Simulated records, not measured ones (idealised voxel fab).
Title: Process Module voxel local oxidation
Cross-section cut: width 255 nm, square cells of 5 nm.
We lay out every cross-section as a grid of square cells and spell it out in bands from the top down, where one band means one or more rows of cells.
Heights first: top, then bottom, in nm. Then materials, left to right, each with a width in nm. "throughout" on a single material: fills the band edge to edge. "air": empty space.
We count height from 0. Below that, the starting wafer is all one material. The lowest band never ends at the bottom but goes on down; see "0 down" for how that is written.
So if you see something like "30 to 40" for the width, read it as the top row of the band sitting at the first number and the bottom row at the second, with every row in between moving by the same amount as the last.
"nothing altered" for a step: no cell of the cross-section changed in that step.
"Closed void listing" specifies each empty space that is not open to the top and that occupies no fewer than 8 cells, using the form width x height at distance, the distance measured from the left edge and all three quantities in nm.
Post-settings text on a step line: simulator's own remark regarding the step.
"overlay nm" answers the question of how far to the right of plan the mask lay on a step that has a mask, and when it is negative the answer is to the left.
Process steps (planned)
- 1: op RECEIVE | material Si
- 2: op OXIDIZE | depth nm 5
- 3: op CONFORMAL_DEP | material SiN | thk nm 10
- 4: op PATTERN | tone cover | mask id ACTIVE | material resist | width nm 105 | thk nm 20 | overlay nm 0
- 5: op DIRECTIONAL_ETCH | etch materials SiN | depth nm 10
- 6: op STRIP | etch materials resist
- 7: op SELECTIVE_ETCH | etch materials SiO2 | depth nm 5
- 8: op OXIDIZE | depth nm 10
- 9: op STRIP | etch materials SiN
Wafers differ in depth nm at step 2; plan lists the first wafer's value; identical starting state.
As received, i.e. after step 1: cross-section through the first of several wafers
- 0 down: Si throughout
- Closed void listing: none
Per wafer, end of module: cells gained (+) or lost (-) per material since receipt, then closed voids
depth nm 5 | -123 Si | +91 SiO2 | Closed void listing: none
depth nm 10 | -102 Si | +70 SiO2 | Closed void listing: none
depth nm 15 | -153 Si | +121 SiO2 | Closed void listing: none
depth nm 20 | -204 Si | +172 SiO2 | Closed void listing: none
